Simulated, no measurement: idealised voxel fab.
The following process module bears the name voxel lift off.
190 nm wide, 5 nm square cells: that's cross-section cut.
This document writes a cross-section as a grid whose cells are square, and gives it as bands, listed from the top down; one or more rows of cells form a band.
Heights first: top, then bottom, in nm. Then materials, left to right, each with a width in nm. "throughout" on a single material: fills the band edge to edge. "blank": empty space.
Measure heights from 0. That's the level where, below it, the as-received wafer is all one material. The lowest band is bottomless and extends downward; write it as in "0 and below".
Width spec "30 to 40" -> top row of cells at first value, bottom row at second value, equal per-row change in between.
"changes: none" -> step changed no cross-section cell.
"Entrapped void list" lists enclosed empty spaces (at least 8 cells, no open path upward to the top), each as width x height at distance from the left edge, in nm.
What comes after the settings on a step's line is commentary from the simulator itself on that step.
The setting "overlay nm" may be written on the line of a step. When the step uses a mask, the value reports how far to the right of the planned place the mask lay, and a negative value reports that it lay to the left.

## Listed below are the process steps as planned
1,RECEIVE | material Si
2,CONFORMAL_DEP | material Al2O3 | thk nm 5
3,PATTERN | tone open | mask id LINES | material resist | width nm 20 | pitch nm 45 | thk nm 30 | overlay nm 0
4,DIRECTIONAL_DEP | material Ru | thk nm 15
5,STRIP | etch materials resist
6,CONFORMAL_DEP | material SiCN | thk nm 10
Be aware that, although all wafers share a common starting state, the thk nm at step 2 differs among them, and the plan displays the first wafer's value.

## First wafer of several, as received: cross-section after step 1
    0 and below: Si throughout
    Entrapped void list: none

## Cross-section of the first of several wafers once the module has run through its last step, step 6
    30 down to 20: blank=5  SiCN=40  blank=5  SiCN=40  blank=5  SiCN=40  blank=5  SiCN=40  blank=10
    20 down to 15: blank=5  SiCN=10  Ru=20  SiCN=10  blank=5  SiCN=10  Ru=20  SiCN=10  blank=5  SiCN=10  Ru=20  SiCN=10  blank=5  SiCN=10  Ru=20  SiCN=10  blank=10
    15 down to 5: SiCN=15  Ru=20  SiCN=25  Ru=20  SiCN=25  Ru=20  SiCN=25  Ru=20  SiCN=20
    5 down to 0: Al2O3 throughout
    0 and below: Si throughout
    Entrapped void list: none

## Here's the last wafer cross-sectioned at the end of the module
    55 down to 45: blank=5  SiCN=40  blank=5  SiCN=40  blank=5  SiCN=40  blank=5  SiCN=40  blank=10
    45 down to 40: blank=5  SiCN=10  Ru=20  SiCN=10  blank=5  SiCN=10  Ru=20  SiCN=10  blank=5  SiCN=10  Ru=20  SiCN=10  blank=5  SiCN=10  Ru=20  SiCN=10  blank=10
    40 down to 30: SiCN=15  Ru=20  SiCN=25  Ru=20  SiCN=25  Ru=20  SiCN=25  Ru=20  SiCN=20
    30 down to 0: Al2O3 throughout
    0 and below: Si throughout
    Entrapped void list: none

## Heads up, this table goes wafer by wafer. A row tells you, at the end of the module, how many cells of each material that wafer has put on (+) or dropped (-) since it was received, and then its closed voids
thk nm 5, +38 Al2O3, +48 Ru, +124 SiCN, Entrapped void list: none
thk nm 10, +76 Al2O3, +48 Ru, +124 SiCN, Entrapped void list: none
thk nm 15, +114 Al2O3, +48 Ru, +124 SiCN, Entrapped void list: none
thk nm 20, +152 Al2O3, +48 Ru, +124 SiCN, Entrapped void list: none
thk nm 25, +190 Al2O3, +48 Ru, +124 SiCN, Entrapped void list: none
thk nm 30, +228 Al2O3, +48 Ru, +124 SiCN, Entrapped void list: none
